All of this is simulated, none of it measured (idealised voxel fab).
Process module, titled voxel air gaps
Shown is cross-section cut, with a width of 150 nm and square cells of size 5 nm.
Format of a cross-section: grid, square cells. Given as bands. Order: top down. Band: one or more rows of cells. This entry defines a band. It first specifies the height of the band's top and the height of its bottom in nm, and then specifies the band's materials from left to right, stating each material with its width in nm. The word "throughout" identifies a single material that fills the band from edge to edge, while the word "empty" identifies empty space. Basically, 0 is our baseline, since under it the wafer straight out of the box is all one material. The bottom band has no lower end and keeps on going down, so it looks like "top 0, no bottom". Top row gets the first number, bottom row gets the second, and each row in between changes by the same step: that is how a band width like "30..40" works. Step note "nothing different" = no cross-section cell changed. Heads up: "Enclosed cavity list" only lists the empty pockets with no open path to the top that are 8 cells or more, and it writes them as width x height at distance, distance from the left edge, in nm. Note: text after step settings on the step line = simulator remark on that step. If you see "overlay nm" on a step's line and that step has a mask, it's telling you how far right of where it was planned the mask ended up; a negative number means it went left instead.
Planned process steps:
step 1: RECEIVE [material Si]
step 2: CONFORMAL_DEP [material SiO2] [thk nm 10]
step 3: CONFORMAL_DEP [material SiN] [thk nm 5]
step 4: DIRECTIONAL_DEP [material SiO2] [thk nm 30]
step 5: MASKED_ETCH [tone open] [mask id LINES] [width nm 15] [pitch nm 45] [etch materials SiO2] [depth nm 30] [overlay nm 0]
step 6: CONFORMAL_DEP [material TiN] [thk nm 5]
step 7: FILL_DEP [material Ru] [thk nm 10]
step 8: CMP [height nm 45]
step 9: EPI [material Ru] [thk nm 10]
step 10: SELECTIVE_ETCH [etch materials SiO2] [depth nm 40]
step 11: CONFORMAL_DEP [material SiN] [thk nm 5]
As-received wafer cross-section (after step 1):
    top 0, no bottom  Si throughout
    Enclosed cavity list: none
The first of the two wafers as seen in cross-section once the module was finished; processing followed the plan:
    top 60, bottom 55  empty 5, SiN 135, empty 10
    top 55, bottom 45  empty 5, SiN 5, Ru 35, SiN 10, Ru 35, SiN 10, Ru 35, SiN 5, empty 10
    top 45, bottom 40  empty 5, SiN 15, TiN 5, Ru 5, TiN 5, SiN 30, TiN 5, Ru 5, TiN 5, SiN 30, TiN 5, Ru 5, TiN 5, SiN 15, empty 10
    top 40, bottom 20  empty 15, SiN 5, TiN 5, Ru 5, TiN 5, SiN 5, empty 20, SiN 5, TiN 5, Ru 5, TiN 5, SiN 5, empty 20, SiN 5, TiN 5, Ru 5, TiN 5, SiN 5, empty 20
    top 20, bottom 15  SiN 20, TiN 15, SiN 30, TiN 15, SiN 30, TiN 15, SiN 25
    top 15, bottom 10  SiN throughout
    top 10, bottom 0  SiO2 throughout
    top 0, no bottom  Si throughout
    Enclosed cavity list: 20 x 20 at 40; 20 x 20 at 85
This cross-section belongs to the second wafer of two at the end of the module; the start and the plan were shared with the first, and the run included one mistake:
    top 60, bottom 55  empty 5, TiN 135, empty 10
    top 55, bottom 45  empty 5, TiN 5, Ru 35, TiN 10, Ru 35, TiN 10, Ru 35, TiN 5, empty 10
    top 45, bottom 40  empty 5, TiN 20, Ru 5, TiN 40, Ru 5, TiN 40, Ru 5, TiN 20, empty 10
    top 40, bottom 20  empty 15, TiN 10, Ru 5, TiN 10, empty 20, TiN 10, Ru 5, TiN 10, empty 20, TiN 10, Ru 5, TiN 10, empty 20
    top 20, bottom 15  TiN throughout
    top 15, bottom 10  SiN throughout
    top 10, bottom 0  SiO2 throughout
    top 0, no bottom  Si throughout
    Enclosed cavity list: 20 x 20 at 40; 20 x 20 at 85
Deviation noted in wafer processing: step 11 changed vs plan, executed as CONFORMAL_DEP [material TiN] [thk nm 5]
Wrapping up, a cell-based count of both wafers puts the second over or under the first for these materials: SiN -102; TiN +102
